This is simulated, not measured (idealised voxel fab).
Title: Process Module voxel quadruple lines
Displayed cross-section: cut, width of 230 nm, square cells sized 5 nm.
If you're reading a cross-section in this doc, picture square cells in a grid; it comes to you as bands, top ones listed first down to the bottom, and a band can be one or more rows of cells. Basically the band line says how high the top is and how high the bottom is, in nm, and then what's in it from left to right, every material with its width in nm. Empty space shows up as "air", and if a single material carries "edge to edge" it runs the full band edge to edge. For the purposes of this specification, 0 denotes the height below which the wafer in its as-received condition is composed wholly of one material, and the lowermost band, lacking a lower limit, extends downward without end, as expressed in "0 -> down". The two numbers in a width such as "30 to 40" mark its ends across the band: the first belongs to the top row of cells, the second to the bottom row, and from each row to the next the width moves by the same amount. Basically "no change occurred" means that step didn't change any cell in the cross-section. Empty spaces without an open route to the top, at least 8 cells in extent, make up the entry "Sealed void inventory"; each is given as width x height at distance, where the distance is measured from the left edge, and all are in nm. Note: text after step settings on the step line = simulator remark on that step. Regarding "overlay nm": on a step with a mask, it is the distance the mask lay to the right of its planned place; a negative value places it to the left.
## Steps planned for the process
1) RECEIVE: material Si
2) CONFORMAL_DEP: material Al2O3, thk nm 5
3) DIRECTIONAL_DEP: material W, thk nm 10
4) DIRECTIONAL_DEP: material polySi, thk nm 15
5) DIRECTIONAL_DEP: material aC, thk nm 25
6) PATTERN: tone cover, mask id MANDREL, material resist, width nm 25, pitch nm 80, thk nm 35, overlay nm 0
7) DIRECTIONAL_ETCH: etch materials aC, depth nm 25
8) STRIP: etch materials resist
9) CONFORMAL_DEP: material SiO2, thk nm 15
10) DIRECTIONAL_ETCH: etch materials SiO2, depth nm 15
11) STRIP: etch materials aC
12) DIRECTIONAL_ETCH: etch materials polySi, depth nm 15
13) STRIP: etch materials SiO2
14) CONFORMAL_DEP: material SiN, thk nm 5
15) DIRECTIONAL_ETCH: etch materials SiN, depth nm 5
16) STRIP: etch materials polySi
17) DIRECTIONAL_ETCH: etch materials W, depth nm 10
18) STRIP: etch materials SiN
19) FILL_DEP: material lowk, thk nm 5
20) CMP: height nm 15
## as received, after step 1
  0 -> down  Si edge to edge
  Sealed void inventory: none
## Look at the cross-section after the module: the wafer started out the way shown above and the plan was the one shown above, yet one mistake was made along the way
  15 -> 5  35 lowk, then 5 W, then 15 lowk, then 5 W, then 15 lowk, then 5 W, then 15 lowk, then 5 W, then 15 lowk, then 5 W, then 15 lowk, then 5 W, then 15 lowk, then 5 W, then 15 lowk, then 5 W, then 50 lowk
  5 -> 0  Al2O3 edge to edge
  0 -> down  Si edge to edge
  Sealed void inventory: none
What was done differently from what was planned? step 6 deviated from plan and actually ran as PATTERN: tone cover, mask id MANDREL, material resist, width nm 25, pitch nm 80, thk nm 35, overlay nm -5
